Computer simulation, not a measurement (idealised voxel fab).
Presented below is a process module, voxel wiring stack.
Shown is cross-section cut, with a width of 195 nm and square cells of size 5 nm.
Cross-section format: a grid of square cells, given as bands from top to bottom; each band is one or more rows of cells.
Each band's line starts with the height of the band's top and of its bottom, in nm. Then come its materials from left to right, each with its width in nm. One material with "full width" fills the band from edge to edge. "empty" is empty space.
Measure heights from 0. That's the level where, below it, the as-received wafer is all one material. The lowest band is bottomless and extends downward; write it as in "0 nm and below".
Read "30..40" as a graded width: first number on top, second number at the bottom, same change between each pair of neighbouring rows.
Reading "all unchanged" for a step: not a cell of the cross-section changed in it.
The label "Enclosed internal cavities" introduces a list of the empty spaces, 8 cells or larger, that have no open way up to the top; each entry in it reads width x height at distance, where the distance is taken from the left edge and all three are stated in nm.
Formally, on a step line, whatever follows the settings is a remark that the simulator itself makes on the step.
A step line may carry the setting "overlay nm", which, for steps involving a mask, states the distance by which the mask lay to the right of its intended position; negative values denote displacement to the left.

The planned process steps are enumerated hereunder:
| 1 | op RECEIVE | material Si |
| 2 | op CONFORMAL_DEP | material SiO2 | thk nm 10 |
| 3 | op DIRECTIONAL_DEP | material TiN | thk nm 5 |
| 4 | op DIRECTIONAL_DEP | material W | thk nm 20 |
| 5 | op MASKED_ETCH | tone cover | mask id METAL_1 | width nm 25 | pitch nm 40 | etch materials W | depth nm 20 | overlay nm 0 |
| 6 | op MASKED_ETCH | tone cover | mask id METAL_1 | width nm 25 | pitch nm 40 | etch materials TiN | depth nm 5 | overlay nm 0 |
| 7 | op CONFORMAL_DEP | material SiN | thk nm 5 |
| 8 | op FILL_DEP | material lowk | thk nm 5 |
| 9 | op CMP | height nm 35 |
| 10 | op CONFORMAL_DEP | material SiCN | thk nm 5 |
| 11 | op DIRECTIONAL_DEP | material lowk | thk nm 15 |
| 12 | op MASKED_ETCH | tone open | mask id PLUG_1 | width nm 15 | pitch nm 40 | etch materials lowk | depth nm 15 | overlay nm 0 |
| 13 | op MASKED_ETCH | tone open | mask id PLUG_1 | width nm 15 | pitch nm 40 | etch materials SiCN | depth nm 5 | overlay nm 0 |
| 14 | op EPI | material Ru | thk nm 10 |
| 15 | op EPI | material Ru | thk nm 10 |
| 16 | op CONFORMAL_DEP | material SiCN | thk nm 5 |
| 17 | op DIRECTIONAL_DEP | material SiO2 | thk nm 20 |
| 18 | op PATTERN | tone open | mask id METAL_2 | material resist | width nm 25 | pitch nm 40 | thk nm 20 | overlay nm 0 |
| 19 | op DIRECTIONAL_ETCH | etch materials SiO2 | depth nm 20 |
| 20 | op DIRECTIONAL_ETCH | etch materials SiCN | depth nm 5 |
| 21 | op STRIP | etch materials resist |
| 22 | op CONFORMAL_DEP | material TiN | thk nm 5 |
| 23 | op FILL_DEP | material Ru | thk nm 5 |
| 24 | op CMP | height nm 80 |
| 25 | op CONFORMAL_DEP | material SiCN | thk nm 5 |

Cross-section of the incoming wafer, state after step 1:
0 nm and below: Si full width
Enclosed internal cavities: none

Starting wafer: above. Plan: above. Run: one mistake. Cross-section after the module: below:
85 nm to 80 nm: SiCN full width
80 nm to 70 nm: SiO2 25 nm, TiN 5 nm, Ru 15 nm, TiN 5 nm, SiO2 15 nm, TiN 5 nm, Ru 15 nm, TiN 5 nm, SiO2 15 nm, TiN 5 nm, Ru 15 nm, TiN 5 nm, SiO2 15 nm, TiN 5 nm, Ru 15 nm, TiN 5 nm, SiO2 25 nm
70 nm to 65 nm: SiO2 10 nm, SiCN 15 nm, TiN 25 nm, SiCN 15 nm, TiN 25 nm, SiCN 15 nm, TiN 25 nm, SiCN 15 nm, TiN 25 nm, SiCN 5 nm, SiO2 20 nm
65 nm to 60 nm: SiO2 10 nm, SiCN 5 nm, Ru 35 nm, SiCN 5 nm, Ru 35 nm, SiCN 5 nm, Ru 35 nm, SiCN 5 nm, Ru 35 nm, SiCN 5 nm, SiO2 20 nm
60 nm to 55 nm: SiCN 15 nm, Ru 35 nm, SiCN 5 nm, Ru 35 nm, SiCN 5 nm, Ru 35 nm, SiCN 5 nm, Ru 35 nm, SiCN 25 nm
55 nm to 40 nm: lowk 25 nm, Ru 15 nm, lowk 25 nm, Ru 15 nm, lowk 25 nm, Ru 15 nm, lowk 25 nm, Ru 15 nm, lowk 35 nm
40 nm to 35 nm: SiCN 25 nm, Ru 15 nm, SiCN 25 nm, Ru 15 nm, SiCN 25 nm, Ru 15 nm, SiCN 25 nm, Ru 15 nm, SiCN 35 nm
35 nm to 15 nm: lowk 20 nm, SiN 5 nm, W 25 nm, SiN 5 nm, lowk 5 nm, SiN 5 nm, W 25 nm, SiN 5 nm, lowk 5 nm, SiN 5 nm, W 25 nm, SiN 5 nm, lowk 5 nm, SiN 5 nm, W 25 nm, SiN 5 nm, lowk 20 nm
15 nm to 10 nm: SiN 25 nm, TiN 25 nm, SiN 15 nm, TiN 25 nm, SiN 15 nm, TiN 25 nm, SiN 15 nm, TiN 25 nm, SiN 25 nm
10 nm to 0 nm: SiO2 full width
0 nm and below: Si full width
Enclosed internal cavities: none
what went wrong: run twice: one of 14 and 15 (all identical), which one unknown
